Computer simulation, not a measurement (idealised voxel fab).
Process module heading - voxel wiring stack
Xsec cut, 180 nm wide, square cell size 5 nm.
Cross-section, as written here: a square-cell grid given band by band from the top down, where a band holds one or more rows of cells. For a band, the entry starts with two heights in nm, that of the top and then that of the bottom, and carries on with the band's materials in order from left to right, each alongside its width in nm; the word "throughout" beside a single material means it fills the band edge to edge, and "empty" means empty space. Height 0 is the level under which the wafer as received is all one material. The lowest band goes on downwards, as in "top 0, no bottom". Think of "30 to 40" as a width that walks from the first number to the second as you go down the band, top row to bottom row, taking equal-sized steps from row to row. "nothing different" -> step changed no cross-section cell. "Trapped cavities" enumerates empty spaces isolated from the top, with no open way to it, that contain at least 8 cells, giving each as width x height at distance from the left edge, all three in nm. Heads up: the bit after the settings on a step's line is the simulator's remark on that step. "overlay nm" denotes, for a step that has a mask, the displacement of the mask to the right of its planned place, with negative values corresponding to the left.
### Set out below are the planned steps of the process
- 1: op RECEIVE | material Si
- 2: op CONFORMAL_DEP | material SiO2 | thk nm 15
- 3: op DIRECTIONAL_DEP | material TiN | thk nm 5
- 4: op DIRECTIONAL_DEP | material W | thk nm 20
- 5: op PATTERN | tone cover | mask id METAL_1 | material resist | width nm 20 | pitch nm 45 | thk nm 15 | overlay nm 0
- 6: op DIRECTIONAL_ETCH | etch materials W | depth nm 20
- 7: op DIRECTIONAL_ETCH | etch materials TiN | depth nm 5
- 8: op STRIP | etch materials resist
- 9: op CONFORMAL_DEP | material SiCN | thk nm 5
- 10: op FILL_DEP | material SiO2 | thk nm 5
- 11: op CMP | height nm 40
- 12: op CONFORMAL_DEP | material SiCN | thk nm 5
- 13: op DIRECTIONAL_DEP | material lowk | thk nm 25
- 14: op MASKED_ETCH | tone open | mask id METAL_2 | width nm 20 | pitch nm 45 | etch materials lowk | depth nm 15 | overlay nm 0
- 15: op PATTERN | tone open | mask id METAL_2_HOLES | material resist | width nm 15 | thk nm 20 | overlay nm 0
- 16: op DIRECTIONAL_ETCH | etch materials lowk | depth nm 10
- 17: op DIRECTIONAL_ETCH | etch materials SiCN | depth nm 5
- 18: op STRIP | etch materials resist
- 19: op CONFORMAL_DEP | material TiN | thk nm 5
- 20: op FILL_DEP | material Cu | thk nm 5
- 21: op CMP | height nm 70
- 22: op CONFORMAL_DEP | material SiN | thk nm 5
### As received (post step 1): cross-section
	top 0, no bottom  Si throughout
	Trapped cavities: none
### Cross-section taken at module completion on the first of two wafers; processed per the plan
	top 75, bottom 70  SiN throughout
	top 70, bottom 60  lowk: 55 / TiN: 5 / Cu: 10 / TiN: 5 / lowk: 25 / TiN: 5 / Cu: 10 / TiN: 5 / lowk: 60
	top 60, bottom 55  lowk: 55 / TiN: 5 / Cu: 5 / TiN: 10 / lowk: 25 / TiN: 20 / lowk: 60
	top 55, bottom 45  lowk: 55 / TiN: 5 / Cu: 5 / TiN: 5 / lowk: 110
	top 45, bottom 40  SiCN: 55 / TiN: 15 / SiCN: 110
	top 40, bottom 20  SiO2: 50 / SiCN: 5 / W: 20 / SiCN: 5 / SiO2: 15 / SiCN: 5 / W: 20 / SiCN: 5 / SiO2: 55
	top 20, bottom 15  SiCN: 55 / TiN: 20 / SiCN: 25 / TiN: 20 / SiCN: 60
	top 15, bottom 0  SiO2 throughout
	top 0, no bottom  Si throughout
	Trapped cavities: none
### Cross-section of the latter of the two wafers at module completion. It had an identical start and an identical plan to the former; in running it, one mistake was made
	top 75, bottom 70  SiN throughout
	top 70, bottom 60  Cu: 65 to 50 / TiN: 5 to 20 / lowk: 5 / TiN: 5 / Cu: 15 / TiN: 5 / lowk: 20 / TiN: 5 / Cu: 55
	top 60, bottom 55  TiN: 55 / lowk: 20 / TiN: 25 / lowk: 20 / TiN: 60
	top 55, bottom 45  lowk throughout
	top 45, bottom 40  SiCN throughout
	top 40, bottom 20  SiO2: 50 / SiCN: 5 / W: 20 / SiCN: 5 / SiO2: 15 / SiCN: 5 / W: 20 / SiCN: 5 / SiO2: 55
	top 20, bottom 15  SiCN: 55 / TiN: 20 / SiCN: 25 / TiN: 20 / SiCN: 60
	top 15, bottom 0  SiO2 throughout
	top 0, no bottom  Si throughout
	Trapped cavities: none
Nonconformance to the process plan: step 14 ran with different settings than intended, the actual operation and settings being op MASKED_ETCH | tone cover | mask id METAL_2 | width nm 20 | pitch nm 45 | etch materials lowk | depth nm 15 | overlay nm 0
Per the end-of-run cell counts, the second wafer holds more or fewer of some materials than the first: 40 more of Cu | 3 more of SiCN | 17 more of TiN | 60 fewer of lowk
